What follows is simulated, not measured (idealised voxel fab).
Process module in this document: voxel transistor to metal
Square cells of 5 nm make up the cross-section cut, whose width is 155 nm.
A cross-section in this document is a grid of square cells, and it is written down as bands, the top band listed before the ones below it; a band is made up of one or more rows of cells.
Heads up on the band format: heights come first, top then bottom, in nm. After that it's the materials left to right, each with its width in nm. A single material flagged "full width" fills the whole band edge to edge, and "air" means there's empty space there.
Heights from 0 (as-received wafer is one material below). Bottom band endless downward, as "z 0 and below".
It should be noted that a width expressed as "30..40" varies in equal increments from row to row of cells within the band, taking the value of the first number at the top row and that of the second number at the bottom row.
You'll sometimes find "no change occurred" written for a step, and that's the way of saying that nowhere in the cross-section did a cell change during that step.
This entry, "Closed-off voids", enumerates those empty regions of no fewer than 8 cells that possess no open connection to the top. Each region is reported in the form width x height at distance, the distance being taken from the left edge, with all three quantities expressed in nm.
Where a step's line continues beyond its settings, the continuation is a remark by the simulator itself on that step.
If you see "overlay nm" on a step's line and that step has a mask, it's telling you how far right of where it was planned the mask ended up; a negative number means it went left instead.
Pairs ahead. Before: cross-section ahead of one process step. After: cross-section once the step is done, shown to the lowest changed band only. Under each pair: that step, with settings. Caution: pairs may come from different runs of this module on the same starting wafer; a pair follows the pair above only where its "Pre-step condition" entry says so.
### Pre-step condition
* z 125 to 110: aC: 35, then air: 15, then aC: 55, then air: 15, then aC: 35
* z 110 to 90: lowk: 35, then air: 15, then lowk: 55, then air: 15, then lowk: 35
* z 90 to 75: lowk full width
* z 75 to 70: SiCN full width
* z 70 to 65: SiCN: 30, then Ru: 25, then SiCN: 45, then Ru: 25, then SiCN: 30
* z 65 to 45: SiO2: 35, then TiN: 5, then Cu: 5, then TiN: 5, then SiO2: 55, then TiN: 5, then Cu: 5, then TiN: 5, then SiO2: 35
* z 45 to 40: SiN: 35, then TiN: 15, then SiN: 55, then TiN: 15, then SiN: 35
* z 40 to 30: SiO2: 35, then TiN: 5, then Ru: 10, then TiN: 5, then SiO2: 45, then TiN: 5, then Ru: 10, then TiN: 5, then SiO2: 35
* z 30 to 20: SiO2: 35, then TiN: 5, then Ru: 10, then TiN: 5, then SiN: 10, then SiCN: 25, then SiN: 10, then TiN: 5, then Ru: 10, then TiN: 5, then SiO2: 35
* z 20 to 15: SiO2: 35, then TiN: 5, then Ru: 10, then TiN: 5, then SiN: 10, then polySi: 25, then SiN: 10, then TiN: 5, then Ru: 10, then TiN: 5, then SiO2: 35
* z 15 to 10: SiO2: 35, then TiN: 20, then SiN: 10, then polySi: 25, then SiN: 10, then TiN: 20, then SiO2: 35
* z 10 to 0: SiO2: 55, then SiN: 10, then polySi: 25, then SiN: 10, then SiO2: 55
* z 0 to -5: SiO2: 25, then SiGe: 30, then SiO2: 45, then SiGe: 30, then SiO2: 25
* z -5 to -40: SiO2: 30, then Si: 95, then SiO2: 30
* z -40 and below: Si full width
* Closed-off voids: none
### after
* z 110 to 90: lowk: 35, then air: 15, then lowk: 55, then air: 15, then lowk: 35
* Under 90: no change, same as before.
* Closed-off voids: none
The cross-sections above show the structure before and after this step: op STRIP | etch materials aC
Pre-step condition: The cross-section prior to this step is the one presented after the step of the pair immediately above.
### after
* z 125 to 110: resist: 35, then air: 15, then resist: 55, then air: 15, then resist: 35
* Under 110: no change, same as before.
* Closed-off voids: none
The cross-sections above show the structure before and after this step: op PATTERN | tone open | mask id METAL_2_HOLES | material resist | width nm 15 | pitch nm 70 | thk nm 15 | overlay nm 0
Pre-step condition: The cross-section prior to this step is the one presented after the step of the pair immediately above.
### after
* z 125 to 110: resist: 35, then air: 15, then resist: 55, then air: 15, then resist: 35
* z 110 to 75: lowk: 35, then air: 15, then lowk: 55, then air: 15, then lowk: 35
* Under 75: no change, same as before.
* Closed-off voids: none
The cross-sections above show the structure before and after this step: op DIRECTIONAL_ETCH | etch materials lowk | depth nm 15
Pre-step condition: The cross-section prior to this step is the one presented after the step of the pair immediately above.
### after
* z 125 to 110: resist: 35, then air: 15, then resist: 55, then air: 15, then resist: 35
* z 110 to 75: lowk: 35, then air: 15, then lowk: 55, then air: 15, then lowk: 35
* z 75 to 70: SiCN: 35, then air: 15, then SiCN: 55, then air: 15, then SiCN: 35
* Under 70: no change, same as before.
* Closed-off voids: none
The cross-sections above show the structure before and after this step: op DIRECTIONAL_ETCH | etch materials SiCN | depth nm 5
Pre-step condition: The cross-section prior to this step is the one presented after the step of the pair immediately above.
### after
* z 110 to 75: lowk: 35, then air: 15, then lowk: 55, then air: 15, then lowk: 35
* Under 75: no change, same as before.
* Closed-off voids: none
The cross-sections above show the structure before and after this step: op STRIP | etch materials resist
Pre-step condition: The cross-section prior to this step is the one presented after the step of the pair immediately above.
### after
* z 115 to 110: TiN: 40, then air: 5, then TiN: 65, then air: 5, then TiN: 40
* z 110 to 75: lowk: 35, then TiN: 5, then air: 5, then TiN: 5, then lowk: 55, then TiN: 5, then air: 5, then TiN: 5, then lowk: 35
* z 75 to 70: SiCN: 35, then TiN: 15, then SiCN: 55, then TiN: 15, then SiCN: 35
* Under 70: no change, same as before.
* Closed-off voids: none
The cross-sections above show the structure before and after this step: op CONFORMAL_DEP | material TiN | thk nm 5
Pre-step condition: The cross-section prior to this step is the one presented after the step of the pair immediately above.
### after
* z 120 to 115: Ru full width
* z 115 to 110: TiN: 40, then Ru: 5, then TiN: 65, then Ru: 5, then TiN: 40
* z 110 to 75: lowk: 35, then TiN: 5, then Ru: 5, then TiN: 5, then lowk: 55, then TiN: 5, then Ru: 5, then TiN: 5, then lowk: 35
* Under 75: no change, same as before.
* Closed-off voids: none
The cross-sections above show the structure before and after this step: op FILL_DEP | material Ru | thk nm 5
Pre-step condition: The cross-section prior to this step is the one presented after the step of the pair immediately above.
### after
* z 110 to 75: lowk: 35, then TiN: 5, then Ru: 5, then TiN: 5, then lowk: 55, then TiN: 5, then Ru: 5, then TiN: 5, then lowk: 35
* Under 75: no change, same as before.
* Closed-off voids: none
The cross-sections above show the structure before and after this step: op CMP | height nm 110
Pre-step condition: The cross-section prior to this step is the one presented after the step of the pair immediately above.
### after
* z 115 to 110: SiCN full width
* Under 110: no change, same as before.
* Closed-off voids: none
The cross-sections above show the structure before and after this step: op CONFORMAL_DEP | material SiCN | thk nm 5
### Pre-step condition
* z 30 to 15: air: 25, then resist: 105, then air: 25
* z 15 to 5: air: 25, then SiN: 105, then air: 25
* z 5 to 0: air: 25, then SiO2: 105, then air: 25
* z 0 and below: Si full width
* Closed-off voids: none
### after
* z 30 to 15: air: 25, then resist: 105, then air: 25
* z 15 to 5: air: 25, then SiN: 105, then air: 25
* z 5 to 0: air: 25, then SiO2: 105, then air: 25
* z 0 to -40: air: 25, then Si: 105, then air: 25
* Under -40: no change, same as before.
* Closed-off voids: none
The cross-sections above show the structure before and after this step: op DIRECTIONAL_ETCH | etch materials Si | depth nm 40
Pre-step condition: The cross-section prior to this step is the one presented after the step of the pair immediately above.
### after
* z 15 to 5: air: 25, then SiN: 105, then air: 25
* Under 5: no change, same as before.
* Closed-off voids: none
The cross-sections above show the structure before and after this step: op STRIP | etch materials resist
Pre-step condition: The cross-section prior to this step is the one presented after the step of the pair immediately above.
### after
* z 15 to 5: air: 25, then SiN: 105, then air: 25
* z 5 to 0: air: 25, then SiO2: 105, then air: 25
* z 0 to -40: air: 25, then SiO2: 5, then Si: 95, then SiO2: 5, then air: 25
* z -40 to -45: SiO2: 30, then Si: 95, then SiO2: 30
* Under -45: no change, same as before.
* Closed-off voids: none
The cross-sections above show the structure before and after this step: op OXIDIZE | depth nm 5
Pre-step condition: The cross-section prior to this step is the one presented after the step of the pair immediately above.
### after
* z 25 to 15: SiO2 full width
* z 15 to 5: SiO2: 25, then SiN: 105, then SiO2: 25
* z 5 to 0: SiO2 full width
* z 0 to -45: SiO2: 30, then Si: 95, then SiO2: 30
* Under -45: no change, same as before.
* Closed-off voids: none
The cross-sections above show the structure before and after this step: op FILL_DEP | material SiO2 | thk nm 10
Pre-step condition: The cross-section prior to this step is the one presented after the step of the pair immediately above.
### after
* z 15 to 5: SiO2: 25, then SiN: 105, then SiO2: 25
* Under 5: no change, same as before.
* Closed-off voids: none
The cross-sections above show the structure before and after this step: op CMP | height nm 15
Pre-step condition: The cross-section prior to this step is the one presented after the step of the pair immediately above.
### after
* z 15 to 5: air: 25, then SiN: 105, then air: 25
* Under 5: no change, same as before.
* Closed-off voids: none
The cross-sections above show the structure before and after this step: op SELECTIVE_ETCH | etch materials SiO2 | depth nm 10
Pre-step condition: The cross-section prior to this step is the one presented after the step of the pair immediately above.
### after
* z 5 to 0: SiO2 full width
* Under 0: no change, same as before.
* Closed-off voids: none
The cross-sections above show the structure before and after this step: op STRIP | etch materials SiN
Pre-step condition: The cross-section prior to this step is the one presented after the step of the pair immediately above.
### after
* z 0 to -45: SiO2: 30, then Si: 95, then SiO2: 30
* Under -45: no change, same as before.
* Closed-off voids: none
The cross-sections above show the structure before and after this step: op SELECTIVE_ETCH | etch materials SiO2 | depth nm 5
Pre-step condition: The cross-section prior to this step is the one presented after the step of the pair immediately above.
### after
* z 0 to -5: SiO2 full width
* Under -5: no change, same as before.
* Closed-off voids: none
The cross-sections above show the structure before and after this step: op OXIDIZE | depth nm 5
Pre-step condition: The cross-section prior to this step is the one presented after the step of the pair immediately above.
### after
* z 20 to 0: polySi full width
* Under 0: no change, same as before.
* Closed-off voids: none
The cross-sections above show the structure before and after this step: op DIRECTIONAL_DEP | material polySi | thk nm 20
Pre-step condition: The cross-section prior to this step is the one presented after the step of the pair immediately above.
### after
* z 30 to 20: SiCN full width
* Under 20: no change, same as before.
* Closed-off voids: none
The cross-sections above show the structure before and after this step: op DIRECTIONAL_DEP | material SiCN | thk nm 10
Pre-step condition: The cross-section prior to this step is the one presented after the step of the pair immediately above.
### after
* z 30 to 20: air: 65, then SiCN: 25, then air: 65
* Under 20: no change, same as before.
* Closed-off voids: none
The cross-sections above show the structure before and after this step: op MASKED_ETCH | tone cover | mask id GATE | width nm 25 | etch materials SiCN | depth nm 20 | overlay nm 0
Pre-step condition: The cross-section prior to this step is the one presented after the step of the pair immediately above.
### after
* z 30 to 20: air: 65, then SiCN: 25, then air: 65
* z 20 to 0: air: 65, then polySi: 25, then air: 65
* Under 0: no change, same as before.
* Closed-off voids: none
The cross-sections above show the structure before and after this step: op MASKED_ETCH | tone cover | mask id GATE | width nm 25 | etch materials polySi | depth nm 30 | overlay nm 0
Pre-step condition: The cross-section prior to this step is the one presented after the step of the pair immediately above.
### after
* z 40 to 30: air: 55, then SiN: 45, then air: 55
* z 30 to 20: air: 55, then SiN: 10, then SiCN: 25, then SiN: 10, then air: 55
* z 20 to 10: air: 55, then SiN: 10, then polySi: 25, then SiN: 10, then air: 55
* z 10 to 0: SiN: 65, then polySi: 25, then SiN: 65
* Under 0: no change, same as before.
* Closed-off voids: none
The cross-sections above show the structure before and after this step: op CONFORMAL_DEP | material SiN | thk nm 10
Pre-step condition: The cross-section prior to this step is the one presented after the step of the pair immediately above.
### after
* z 30 to 20: air: 55, then SiN: 10, then SiCN: 25, then SiN: 10, then air: 55
* z 20 to 0: air: 55, then SiN: 10, then polySi: 25, then SiN: 10, then air: 55
* Under 0: no change, same as before.
* Closed-off voids: none
The cross-sections above show the structure before and after this step: op DIRECTIONAL_ETCH | etch materials SiN | depth nm 10
Pre-step condition: The cross-section prior to this step is the one presented after the step of the pair immediately above.
### after
* z 30 to 20: air: 55, then SiN: 10, then SiCN: 25, then SiN: 10, then air: 55
* z 20 to 0: air: 55, then SiN: 10, then polySi: 25, then SiN: 10, then air: 55
* z 0 to -5: air: 55, then SiO2: 45, then air: 55
* Under -5: no change, same as before.
* Closed-off voids: none
The cross-sections above show the structure before and after this step: op DIRECTIONAL_ETCH | etch materials SiO2 | depth nm 5
Pre-step condition: The cross-section prior to this step is the one presented after the step of the pair immediately above.
### after
* z 30 to 20: air: 55, then SiN: 10, then SiCN: 25, then SiN: 10, then air: 55
* z 20 to 0: air: 55, then SiN: 10, then polySi: 25, then SiN: 10, then air: 55
* z 0 to -5: air: 25, then SiGe: 30, then SiO2: 45, then SiGe: 30, then air: 25
* Under -5: no change, same as before.
* Closed-off voids: none
The cross-sections above show the structure before and after this step: op EPI | material SiGe | thk nm 5
Pre-step condition: The cross-section prior to this step is the one presented after the step of the pair immediately above.
### after
* z 40 to 30: SiO2 full width
* z 30 to 20: SiO2: 55, then SiN: 10, then SiCN: 25, then SiN: 10, then SiO2: 55
* z 20 to 0: SiO2: 55, then SiN: 10, then polySi: 25, then SiN: 10, then SiO2: 55
* z 0 to -5: SiO2: 25, then SiGe: 30, then SiO2: 45, then SiGe: 30, then SiO2: 25
* Under -5: no change, same as before.
* Closed-off voids: none
The cross-sections above show the structure before and after this step: op FILL_DEP | material SiO2 | thk nm 10
Pre-step condition: The cross-section prior to this step is the one presented after the step of the pair immediately above.
### after
* z 30 to 20: SiO2: 55, then SiN: 10, then SiCN: 25, then SiN: 10, then SiO2: 55
* Under 20: no change, same as before.
* Closed-off voids: none
The cross-sections above show the structure before and after this step: op CMP | height nm 30
Pre-step condition: The cross-section prior to this step is the one presented after the step of the pair immediately above.
### after
* z 40 to 30: SiO2 full width
* Under 30: no change, same as before.
* Closed-off voids: none
The cross-sections above show the structure before and after this step: op DIRECTIONAL_DEP | material SiO2 | thk nm 10
Pre-step condition: The cross-section prior to this step is the one presented after the step of the pair immediately above.
### after
* z 40 to 30: SiO2: 35, then air: 25, then SiO2: 35, then air: 25, then SiO2: 35
* z 30 to 20: SiO2: 35, then air: 20, then SiN: 10, then SiCN: 25, then SiN: 10, then air: 20, then SiO2: 35
* z 20 to 0: SiO2: 35, then air: 20, then SiN: 10, then polySi: 25, then SiN: 10, then air: 20, then SiO2: 35
* Under 0: no change, same as before.
* Closed-off voids: none
The cross-sections above show the structure before and after this step: op MASKED_ETCH | tone open | mask id CONTACT | width nm 25 | pitch nm 60 | etch materials SiO2 | depth nm 40 | overlay nm 0
Pre-step condition: The cross-section prior to this step is the one presented after the step of the pair immediately above.
### after
* z 45 to 40: TiN: 40, then air: 15, then TiN: 45, then air: 15, then TiN: 40
* z 40 to 30: SiO2: 35, then TiN: 5, then air: 15..10, then TiN: 5..10, then SiO2: 35, then TiN: 5..10, then air: 15..10, then TiN: 5, then SiO2: 35
* z 30 to 20: SiO2: 35, then TiN: 5, then air: 10, then TiN: 5, then SiN: 10, then SiCN: 25, then SiN: 10, then TiN: 5, then air: 10, then TiN: 5, then SiO2: 35
* z 20 to 5: SiO2: 35, then TiN: 5, then air: 10, then TiN: 5, then SiN: 10, then polySi: 25, then SiN: 10, then TiN: 5, then air: 10, then TiN: 5, then SiO2: 35
* z 5 to 0: SiO2: 35, then TiN: 20, then SiN: 10, then polySi: 25, then SiN: 10, then TiN: 20, then SiO2: 35
* Under 0: no change, same as before.
* Closed-off voids: none
The cross-sections above show the structure before and after this step: op CONFORMAL_DEP | material TiN | thk nm 5
Pre-step condition: The cross-section prior to this step is the one presented after the step of the pair immediately above.
### after
* z 50 to 45: Ru full width
* z 45 to 40: TiN: 40, then Ru: 15, then TiN: 45, then Ru: 15, then TiN: 40
* z 40 to 30: SiO2: 35, then TiN: 5, then Ru: 15..10, then TiN: 5..10, then SiO2: 35, then TiN: 5..10, then Ru: 15..10, then TiN: 5, then SiO2: 35
* z 30 to 20: SiO2: 35, then TiN: 5, then Ru: 10, then TiN: 5, then SiN: 10, then SiCN: 25, then SiN: 10, then TiN: 5, then Ru: 10, then TiN: 5, then SiO2: 35
* z 20 to 5: SiO2: 35, then TiN: 5, then Ru: 10, then TiN: 5, then SiN: 10, then polySi: 25, then SiN: 10, then TiN: 5, then Ru: 10, then TiN: 5, then SiO2: 35
* Under 5: no change, same as before.
* Closed-off voids: none
The cross-sections above show the structure before and after this step: op FILL_DEP | material Ru | thk nm 5
Pre-step condition: The cross-section prior to this step is the one presented after the step of the pair immediately above.
### after
* z 40 to 30: SiO2: 35, then TiN: 5, then Ru: 15..10, then TiN: 5..10, then SiO2: 35, then TiN: 5..10, then Ru: 15..10, then TiN: 5, then SiO2: 35
* Under 30: no change, same as before.
* Closed-off voids: none
The cross-sections above show the structure before and after this step: op CMP | height nm 40
Pre-step condition: The cross-section prior to this step is the one presented after the step of the pair immediately above.
### after
* z 45 to 40: SiN full width
* Under 40: no change, same as before.
* Closed-off voids: none
The cross-sections above show the structure before and after this step: op CONFORMAL_DEP | material SiN | thk nm 5
Pre-step condition: The cross-section prior to this step is the one presented after the step of the pair immediately above.
### after
* z 65 to 45: SiO2 full width
* Under 45: no change, same as before.
* Closed-off voids: none
The cross-sections above show the structure before and after this step: op DIRECTIONAL_DEP | material SiO2 | thk nm 20
Pre-step condition: The cross-section prior to this step is the one presented after the step of the pair immediately above.
### after
* z 85 to 65: resist: 35, then air: 15, then resist: 55, then air: 15, then resist: 35
* Under 65: no change, same as before.
* Closed-off voids: none
The cross-sections above show the structure before and after this step: op PATTERN | tone open | mask id METAL_1 | material resist | width nm 15 | pitch nm 70 | thk nm 20 | overlay nm 0
Pre-step condition: The cross-section prior to this step is the one presented after the step of the pair immediately above.
### after
* z 85 to 65: resist: 35, then air: 15, then resist: 55, then air: 15, then resist: 35
* z 65 to 45: SiO2: 35, then air: 15, then SiO2: 55, then air: 15, then SiO2: 35
* Under 45: no change, same as before.
* Closed-off voids: none
The cross-sections above show the structure before and after this step: op DIRECTIONAL_ETCH | etch materials SiO2 | depth nm 20
Pre-step condition: The cross-section prior to this step is the one presented after the step of the pair immediately above.
### after
* z 85 to 65: resist: 35, then air: 15, then resist: 55, then air: 15, then resist: 35
* z 65 to 45: SiO2: 35, then air: 15, then SiO2: 55, then air: 15, then SiO2: 35
* z 45 to 40: SiN: 35, then air: 15, then SiN: 55, then air: 15, then SiN: 35
* Under 40: no change, same as before.
* Closed-off voids: none
The cross-sections above show the structure before and after this step: op DIRECTIONAL_ETCH | etch materials SiN | depth nm 5
Pre-step condition: The cross-section prior to this step is the one presented after the step of the pair immediately above.
### after
* z 65 to 45: SiO2: 35, then air: 15, then SiO2: 55, then air: 15, then SiO2: 35
* Under 45: no change, same as before.
* Closed-off voids: none
The cross-sections above show the structure before and after this step: op STRIP | etch materials resist
Pre-step condition: The cross-section prior to this step is the one presented after the step of the pair immediately above.
### after
* z 70 to 65: TiN: 40, then air: 5, then TiN: 65, then air: 5, then TiN: 40
* z 65 to 45: SiO2: 35, then TiN: 5, then air: 5, then TiN: 5, then SiO2: 55, then TiN: 5, then air: 5, then TiN: 5, then SiO2: 35
* z 45 to 40: SiN: 35, then TiN: 15, then SiN: 55, then TiN: 15, then SiN: 35
* Under 40: no change, same as before.
* Closed-off voids: none
The cross-sections above show the structure before and after this step: op CONFORMAL_DEP | material TiN | thk nm 5
Pre-step condition: The cross-section prior to this step is the one presented after the step of the pair immediately above.
### after
* z 75 to 70: Cu full width
* z 70 to 65: TiN: 40, then Cu: 5, then TiN: 65, then Cu: 5, then TiN: 40
* z 65 to 45: SiO2: 35, then TiN: 5, then Cu: 5, then TiN: 5, then SiO2: 55, then TiN: 5, then Cu: 5, then TiN: 5, then SiO2: 35
* Under 45: no change, same as before.
* Closed-off voids: none
The cross-sections above show the structure before and after this step: op FILL_DEP | material Cu | thk nm 5
Pre-step condition: The cross-section prior to this step is the one presented after the step of the pair immediately above.
### after
* z 65 to 45: SiO2: 35, then TiN: 5, then Cu: 5, then TiN: 5, then SiO2: 55, then TiN: 5, then Cu: 5, then TiN: 5, then SiO2: 35
* Under 45: no change, same as before.
* Closed-off voids: none
The cross-sections above show the structure before and after this step: op CMP | height nm 65
Pre-step condition: The cross-section prior to this step is the one presented after the step of the pair immediately above.
### after
* z 70 to 65: air: 30, then Ru: 25, then air: 45, then Ru: 25, then air: 30
* Under 65: no change, same as before.
* Closed-off voids: none
The cross-sections above show the structure before and after this step: op EPI | material Ru | thk nm 5
Pre-step condition: The cross-section prior to this step is the one presented after the step of the pair immediately above.
### after
* z 75 to 70: SiCN full width
* z 70 to 65: SiCN: 30, then Ru: 25, then SiCN: 45, then Ru: 25, then SiCN: 30
* Under 65: no change, same as before.
* Closed-off voids: none
The cross-sections above show the structure before and after this step: op FILL_DEP | material SiCN | thk nm 5
Pre-step condition: The cross-section prior to this step is the one presented after the step of the pair immediately above.
### after
* z 110 to 75: lowk full width
* Under 75: no change, same as before.
* Closed-off voids: none
The cross-sections above show the structure before and after this step: op DIRECTIONAL_DEP | material lowk | thk nm 35
Pre-step condition: The cross-section prior to this step is the one presented after the step of the pair immediately above.
### after
* z 125 to 110: aC full width
* Under 110: no change, same as before.
* Closed-off voids: none
The cross-sections above show the structure before and after this step: op DIRECTIONAL_DEP | material aC | thk nm 15
Pre-step condition: The cross-section prior to this step is the one presented after the step of the pair immediately above.
### after
* z 155 to 125: resist: 35, then air: 15, then resist: 55, then air: 15, then resist: 35
* Under 125: no change, same as before.
* Closed-off voids: none
The cross-sections above show the structure before and after this step: op PATTERN | tone open | mask id METAL_2 | material resist | width nm 15 | pitch nm 70 | thk nm 30 | overlay nm 0
Pre-step condition: The cross-section prior to this step is the one presented after the step of the pair immediately above.
### after
* z 140 to 125: resist: 35, then air: 15, then resist: 55, then air: 15, then resist: 35
* z 125 to 110: aC: 35, then air: 15, then aC: 55, then air: 15, then aC: 35
* Under 110: no change, same as before.
* Closed-off voids: none
The cross-sections above show the structure before and after this step: op DIRECTIONAL_ETCH | etch materials aC | depth nm 15
Pre-step condition: The cross-section prior to this step is the one presented after the step of the pair immediately above.
### after
* z 125 to 110: aC: 35, then air: 15, then aC: 55, then air: 15, then aC: 35
* Under 110: no change, same as before.
* Closed-off voids: none
The cross-sections above show the structure before and after this step: op STRIP | etch materials resist
Pre-step condition: The cross-section prior to this step is the one presented after the step of the pair immediately above.
### after
* z 125 to 110: aC: 35, then air: 15, then aC: 55, then air: 15, then aC: 35
* z 110 to 90: lowk: 35, then air: 15, then lowk: 55, then air: 15, then lowk: 35
* Under 90: no change, same as before.
* Closed-off voids: none
The cross-sections above show the structure before and after this step: op DIRECTIONAL_ETCH | etch materials lowk | depth nm 20
Pre-step condition: The cross-section prior to this step is the one presented after the step of the pair immediately above.
### after
* z 110 to 90: lowk: 35, then air: 15, then lowk: 55, then air: 15, then lowk: 35
* Under 90: no change, same as before.
* Closed-off voids: none
The cross-sections above show the structure before and after this step: op STRIP | etch materials aC
Pre-step condition: The cross-section prior to this step is the one presented after the step of the pair immediately above.
### after
* z 125 to 110: resist: 35, then air: 15, then resist: 55, then air: 15, then resist: 35
* Under 110: no change, same as before.
* Closed-off voids: none
The cross-sections above show the structure before and after this step: op PATTERN | tone open | mask id METAL_2_HOLES | material resist | width nm 15 | pitch nm 70 | thk nm 15 | overlay nm 0
Pre-step condition: The cross-section prior to this step is the one presented after the step of the pair immediately above.
### after
* z 125 to 110: resist: 35, then air: 15, then resist: 55, then air: 15, then resist: 35
* z 110 to 75: lowk: 35, then air: 15, then lowk: 55, then air: 15, then lowk: 35
* Under 75: no change, same as before.
* Closed-off voids: none
The cross-sections above show the structure before and after this step: op DIRECTIONAL_ETCH | etch materials lowk | depth nm 15
Pre-step condition: The cross-section prior to this step is the one presented after the step of the pair immediately above.
### after
* z 125 to 110: resist: 35, then air: 15, then resist: 55, then air: 15, then resist: 35
* z 110 to 75: lowk: 35, then air: 15, then lowk: 55, then air: 15, then lowk: 35
* z 75 to 70: SiCN: 35, then air: 15, then SiCN: 55, then air: 15, then SiCN: 35
* Under 70: no change, same as before.
* Closed-off voids: none
The cross-sections above show the structure before and after this step: op DIRECTIONAL_ETCH | etch materials SiCN | depth nm 5
Pre-step condition: The cross-section prior to this step is the one presented after the step of the pair immediately above.
### after
* z 110 to 75: lowk: 35, then air: 15, then lowk: 55, then air: 15, then lowk: 35
* Under 75: no change, same as before.
* Closed-off voids: none
The cross-sections above show the structure before and after this step: op STRIP | etch materials resist
Pre-step condition: The cross-section prior to this step is the one presented after the step of the pair immediately above.
### after
* z 115 to 110: TiN: 40, then air: 5, then TiN: 65, then air: 5, then TiN: 40
* z 110 to 75: lowk: 35, then TiN: 5, then air: 5, then TiN: 5, then lowk: 55, then TiN: 5, then air: 5, then TiN: 5, then lowk: 35
* z 75 to 70: SiCN: 35, then TiN: 15, then SiCN: 55, then TiN: 15, then SiCN: 35
* Under 70: no change, same as before.
* Closed-off voids: none
The cross-sections above show the structure before and after this step: op CONFORMAL_DEP | material TiN | thk nm 5
Pre-step condition: The cross-section prior to this step is the one presented after the step of the pair immediately above.
### after
* z 120 to 115: Ru full width
* z 115 to 110: TiN: 40, then Ru: 5, then TiN: 65, then Ru: 5, then TiN: 40
* z 110 to 75: lowk: 35, then TiN: 5, then Ru: 5, then TiN: 5, then lowk: 55, then TiN: 5, then Ru: 5, then TiN: 5, then lowk: 35
* Under 75: no change, same as before.
* Closed-off voids: none
The cross-sections above show the structure before and after this step: op FILL_DEP | material Ru | thk nm 5
Pre-step condition: The cross-section prior to this step is the one presented after the step of the pair immediately above.
### after
* z 110 to 75: lowk: 35, then TiN: 5, then Ru: 5, then TiN: 5, then lowk: 55, then TiN: 5, then Ru: 5, then TiN: 5, then lowk: 35
* Under 75: no change, same as before.
* Closed-off voids: none
The cross-sections above show the structure before and after this step: op CMP | height nm 110
Pre-step condition: The cross-section prior to this step is the one presented after the step of the pair immediately above.
### after
* z 115 to 110: SiCN full width
* Under 110: no change, same as before.
* Closed-off voids: none
The cross-sections above show the structure before and after this step: op CONFORMAL_DEP | material SiCN | thk nm 5
### Pre-step condition
* z 40 to 30: SiO2 full width
* z 30 to 20: SiO2: 55, then SiN: 10, then SiCN: 25, then SiN: 10, then SiO2: 55
* z 20 to 0: SiO2: 55, then SiN: 10, then polySi: 25, then SiN: 10, then SiO2: 55
* z 0 to -5: SiO2: 25, then SiGe: 30, then SiO2: 45, then SiGe: 30, then SiO2: 25
* z -5 to -40: SiO2: 30, then Si: 95, then SiO2: 30
* z -40 and below: Si full width
* Closed-off voids: none
### after
* z 40 to 30: SiO2: 40, then air: 20, then SiO2: 40, then air: 20, then SiO2: 35
* z 30 to 20: SiO2: 40, then air: 15, then SiN: 10, then SiCN: 25, then SiN: 10, then air: 20, then SiO2: 35
* z 20 to 0: SiO2: 40, then air: 15, then SiN: 10, then polySi: 25, then SiN: 10, then air: 20, then SiO2: 35
* Under 0: no change, same as before.
* Closed-off voids: none
The cross-sections above show the structure before and after this step: op MASKED_ETCH | tone open | mask id CONTACT | width nm 20 | pitch nm 60 | etch materials SiO2 | depth nm 40 | overlay nm 0
Pre-step condition: The cross-section prior to this step is the one presented after the step of the pair immediately above.
### after
* z 45 to 40: TiN: 45, then air: 10, then TiN: 50, then air: 10, then TiN: 40
* z 40 to 30: SiO2: 40, then TiN: 5, then air: 10..5, then TiN: 5..10, then SiO2: 40, then TiN: 5, then air: 10, then TiN: 5, then SiO2: 35
* z 30 to 20: SiO2: 40, then TiN: 5, then air: 5, then TiN: 5, then SiN: 10, then SiCN: 25, then SiN: 10, then TiN: 5, then air: 10, then TiN: 5, then SiO2: 35
* z 20 to 5: SiO2: 40, then TiN: 5, then air: 5, then TiN: 5, then SiN: 10, then polySi: 25, then SiN: 10, then TiN: 5, then air: 10, then TiN: 5, then SiO2: 35
* z 5 to 0: SiO2: 40, then TiN: 15, then SiN: 10, then polySi: 25, then SiN: 10, then TiN: 20, then SiO2: 35
* Under 0: no change, same as before.
* Closed-off voids: none
The cross-sections above show the structure before and after this step: op CONFORMAL_DEP | material TiN | thk nm 5
Pre-step condition: The cross-section prior to this step is the one presented after the step of the pair immediately above.
### after
* z 50 to 45: Ru full width
* z 45 to 40: TiN: 45, then Ru: 10, then TiN: 50, then Ru: 10, then TiN: 40
* z 40 to 30: SiO2: 40, then TiN: 5, then Ru: 10..5, then TiN: 5..10, then SiO2: 40, then TiN: 5, then Ru: 10, then TiN: 5, then SiO2: 35
* z 30 to 20: SiO2: 40, then TiN: 5, then Ru: 5, then TiN: 5, then SiN: 10, then SiCN: 25, then SiN: 10, then TiN: 5, then Ru: 10, then TiN: 5, then SiO2: 35
* z 20 to 5: SiO2: 40, then TiN: 5, then Ru: 5, then TiN: 5, then SiN: 10, then polySi: 25, then SiN: 10, then TiN: 5, then Ru: 10, then TiN: 5, then SiO2: 35
* Under 5: no change, same as before.
* Closed-off voids: none
The cross-sections above show the structure before and after this step: op FILL_DEP | material Ru | thk nm 5
Pre-step condition: The cross-section prior to this step is the one presented after the step of the pair immediately above.
### after
* z 40 to 30: SiO2: 40, then TiN: 5, then Ru: 10..5, then TiN: 5..10, then SiO2: 40, then TiN: 5, then Ru: 10, then TiN: 5, then SiO2: 35
* Under 30: no change, same as before.
* Closed-off voids: none
The cross-sections above show the structure before and after this step: op CMP | height nm 40
Pre-step condition: The cross-section prior to this step is the one presented after the step of the pair immediately above.
### after
* z 45 to 40: SiN full width
* Under 40: no change, same as before.
* Closed-off voids: none
The cross-sections above show the structure before and after this step: op CONFORMAL_DEP | material SiN | thk nm 5
Pre-step condition: The cross-section prior to this step is the one presented after the step of the pair immediately above.
### after
* z 65 to 45: SiO2 full width
* Under 45: no change, same as before.
* Closed-off voids: none
The cross-sections above show the structure before and after this step: op DIRECTIONAL_DEP | material SiO2 | thk nm 20
Pre-step condition: The cross-section prior to this step is the one presented after the step of the pair immediately above.
### after
* z 85 to 65: resist: 35, then air: 15, then resist: 55, then air: 15, then resist: 35
* Under 65: no change, same as before.
* Closed-off voids: none
The cross-sections above show the structure before and after this step: op PATTERN | tone open | mask id METAL_1 | material resist | width nm 15 | pitch nm 70 | thk nm 20 | overlay nm 0
Pre-step condition: The cross-section prior to this step is the one presented after the step of the pair immediately above.
### after
* z 85 to 65: resist: 35, then air: 15, then resist: 55, then air: 15, then resist: 35
* z 65 to 45: SiO2: 35, then air: 15, then SiO2: 55, then air: 15, then SiO2: 35
* Under 45: no change, same as before.
* Closed-off voids: none
The cross-sections above show the structure before and after this step: op DIRECTIONAL_ETCH | etch materials SiO2 | depth nm 20
